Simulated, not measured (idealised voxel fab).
Herein follows the process module entitled voxel transistor to metal.
Displayed cross-section: cut, width of 180 nm, square cells sized 5 nm.
A cross-section in this document is a grid of square cells, and it is written down as bands, the top band listed before the ones below it; a band is made up of one or more rows of cells.
A band entry consists of two parts. The first gives the height of the band's top and the height of its bottom, in nm. The rest lists the band's materials from left to right, each with its width in nm. A single material labelled with the word "edge to edge" fills the band from edge to edge, and the word "empty" marks empty space.
Below 0: as-received wafer, all one material; heights counted from there. Lowest band: no bottom, goes on down, written "from 0 down".
You'd read "30 to 40" like this: the band's top row of cells is as wide as the first number, its bottom row is as wide as the second, and going down, every row changes width by the same amount as the row before did.
"remains unaltered" means the step left every cell of the cross-section as it was.
"Closed void table" - sealed voids, min. 8 cells, no opening to top; format: width x height at distance (distance from left edge; nm throughout).
Note: text after step settings on the step line = simulator remark on that step.
"overlay nm" denotes, for a step that has a mask, the displacement of the mask to the right of its planned place, with negative values corresponding to the left.

Planned process steps
1 RECEIVE,material Si
2 OXIDIZE,depth nm 5
3 CONFORMAL_DEP,material SiN,thk nm 15
4 DIRECTIONAL_DEP,material aC,thk nm 10
5 PATTERN,tone cover,mask id ACTIVE,material resist,width nm 100,thk nm 25,overlay nm 0
6 DIRECTIONAL_ETCH,etch materials aC,depth nm 10
7 STRIP,etch materials resist
8 DIRECTIONAL_ETCH,etch materials SiN,depth nm 15
9 DIRECTIONAL_ETCH,etch materials SiO2,depth nm 5
10 DIRECTIONAL_ETCH,etch materials Si,depth nm 30
11 STRIP,etch materials aC
12 FILL_DEP,material SiO2,thk nm 5
13 CMP,height nm 15
14 SELECTIVE_ETCH,etch materials SiO2,depth nm 15
15 STRIP,etch materials SiN
16 SELECTIVE_ETCH,etch materials SiO2,depth nm 5
17 OXIDIZE,depth nm 5
18 DIRECTIONAL_DEP,material polySi,thk nm 30
19 DIRECTIONAL_DEP,material SiCN,thk nm 15
20 PATTERN,tone cover,mask id GATE,material resist,width nm 20,thk nm 20,overlay nm 0
21 DIRECTIONAL_ETCH,etch materials SiCN,depth nm 25
22 DIRECTIONAL_ETCH,etch materials polySi,depth nm 40
23 STRIP,etch materials resist
24 CONFORMAL_DEP,material SiO2,thk nm 5
25 DIRECTIONAL_ETCH,etch materials SiO2,depth nm 5
26 CONFORMAL_DEP,material SiN,thk nm 10
27 DIRECTIONAL_ETCH,etch materials SiN,depth nm 10
28 DIRECTIONAL_ETCH,etch materials SiO2,depth nm 5
29 EPI,material SiGe,thk nm 5
30 FILL_DEP,material SiO2,thk nm 10
31 CMP,height nm 40
32 DIRECTIONAL_DEP,material SiO2,thk nm 15
33 MASKED_ETCH,tone open,mask id CONTACT,width nm 30,pitch nm 60,etch materials SiO2,depth nm 60,overlay nm 0
34 CONFORMAL_DEP,material TiN,thk nm 5
35 FILL_DEP,material W,thk nm 10
36 CMP,height nm 55
37 CONFORMAL_DEP,material SiCN,thk nm 5
38 DIRECTIONAL_DEP,material lowk,thk nm 20
39 MASKED_ETCH,tone open,mask id METAL_1,width nm 15,pitch nm 75,etch materials lowk,depth nm 20,overlay nm 0
40 MASKED_ETCH,tone open,mask id METAL_1,width nm 15,pitch nm 75,etch materials SiCN,depth nm 5,overlay nm 0
41 CONFORMAL_DEP,material TiN,thk nm 5
42 FILL_DEP,material Cu,thk nm 5
43 CMP,height nm 80
44 EPI,material Ru,thk nm 5
45 FILL_DEP,material SiCN,thk nm 5
46 DIRECTIONAL_DEP,material lowk,thk nm 30
47 MASKED_ETCH,tone open,mask id METAL_2,width nm 15,pitch nm 75,etch materials lowk,depth nm 15,overlay nm 0
48 PATTERN,tone open,mask id METAL_2_HOLES,material resist,width nm 15,pitch nm 75,thk nm 20,overlay nm 0
49 DIRECTIONAL_ETCH,etch materials lowk,depth nm 15
50 DIRECTIONAL_ETCH,etch materials SiCN,depth nm 5
51 STRIP,etch materials resist
52 CONFORMAL_DEP,material TiN,thk nm 5
53 FILL_DEP,material Cu,thk nm 10
54 CMP,height nm 120
55 CONFORMAL_DEP,material SiCN,thk nm 5

Received-state cross-section, reflecting completion of step 1
* from 0 down = Si edge to edge
* Closed void table: none

Sectioned view, first of two wafers, at the close of the module, processed as intended in the plan
* from 125 to 120 = SiCN edge to edge
* from 120 to 90 = lowk 45; TiN 5; Cu 5; TiN 5; lowk 60; TiN 5; Cu 5; TiN 5; lowk 45
* from 90 to 85 = SiCN 45; TiN 15; SiCN 60; TiN 15; SiCN 45
* from 85 to 80 = SiCN 40; Ru 25; SiCN 50; Ru 25; SiCN 40
* from 80 to 60 = lowk 45; TiN 5; Cu 5; TiN 5; lowk 60; TiN 5; Cu 5; TiN 5; lowk 45
* from 60 to 55 = SiCN 45; TiN 15; SiCN 60; TiN 15; SiCN 45
* from 55 to 45 = SiO2 45; TiN 5; W 20; TiN 5; SiO2 30; TiN 5; W 20; TiN 5; SiO2 45
* from 45 to 40 = SiO2 45; TiN 5; W 10; TiN 15; SiO2 30; TiN 15; W 10; TiN 5; SiO2 45
* from 40 to 25 = SiO2 45; TiN 5; W 10; TiN 5; SiN 10; SiO2 5; SiCN 20; SiO2 5; SiN 10; TiN 5; W 10; TiN 5; SiO2 45
* from 25 to 0 = SiO2 45; TiN 5; W 10; TiN 5; SiN 10; SiO2 5; polySi 20; SiO2 5; SiN 10; TiN 5; W 10; TiN 5; SiO2 45
* from 0 to -5 = SiO2 45; TiN 20; SiN 10; SiO2 5; polySi 20; SiO2 5; SiN 10; TiN 20; SiO2 45
* from -5 to -10 = SiO2 35; SiGe 30; SiO2 50; SiGe 30; SiO2 35
* from -10 to -35 = SiO2 40; Si 100; SiO2 40
* from -35 down = Si edge to edge
* Closed void table: none

Cross-section, second wafer: same start as the first, same plan as the first, one mistake in running it; taken at the end of the module
* from 140 to 135 = SiCN edge to edge
* from 135 to 125 = Cu edge to edge
* from 125 to 120 = TiN 50; Cu 5; TiN 70; Cu 5; TiN 50
* from 120 to 90 = lowk 45; TiN 5; Cu 5; TiN 5; lowk 60; TiN 5; Cu 5; TiN 5; lowk 45
* from 90 to 85 = SiCN 45; TiN 15; SiCN 60; TiN 15; SiCN 45
* from 85 to 80 = SiCN 40; Ru 25; SiCN 50; Ru 25; SiCN 40
* from 80 to 60 = lowk 45; TiN 5; Cu 5; TiN 5; lowk 60; TiN 5; Cu 5; TiN 5; lowk 45
* from 60 to 55 = SiCN 45; TiN 15; SiCN 60; TiN 15; SiCN 45
* from 55 to 45 = SiO2 45; TiN 5; W 20; TiN 5; SiO2 30; TiN 5; W 20; TiN 5; SiO2 45
* from 45 to 40 = SiO2 45; TiN 5; W 10; TiN 15; SiO2 30; TiN 15; W 10; TiN 5; SiO2 45
* from 40 to 25 = SiO2 45; TiN 5; W 10; TiN 5; SiN 10; SiO2 5; SiCN 20; SiO2 5; SiN 10; TiN 5; W 10; TiN 5; SiO2 45
* from 25 to 0 = SiO2 45; TiN 5; W 10; TiN 5; SiN 10; SiO2 5; polySi 20; SiO2 5; SiN 10; TiN 5; W 10; TiN 5; SiO2 45
* from 0 to -5 = SiO2 45; TiN 20; SiN 10; SiO2 5; polySi 20; SiO2 5; SiN 10; TiN 20; SiO2 45
* from -5 to -10 = SiO2 35; SiGe 30; SiO2 50; SiGe 30; SiO2 35
* from -10 to -35 = SiO2 40; Si 100; SiO2 40
* from -35 down = Si edge to edge
* Closed void table: none
It is concluded that the wafer was processed incorrectly with respect to the plan, in that step 54 was left out
Wafer comparison, final, in cells, second relative to first, materials more or fewer: +74 Cu; +34 TiN
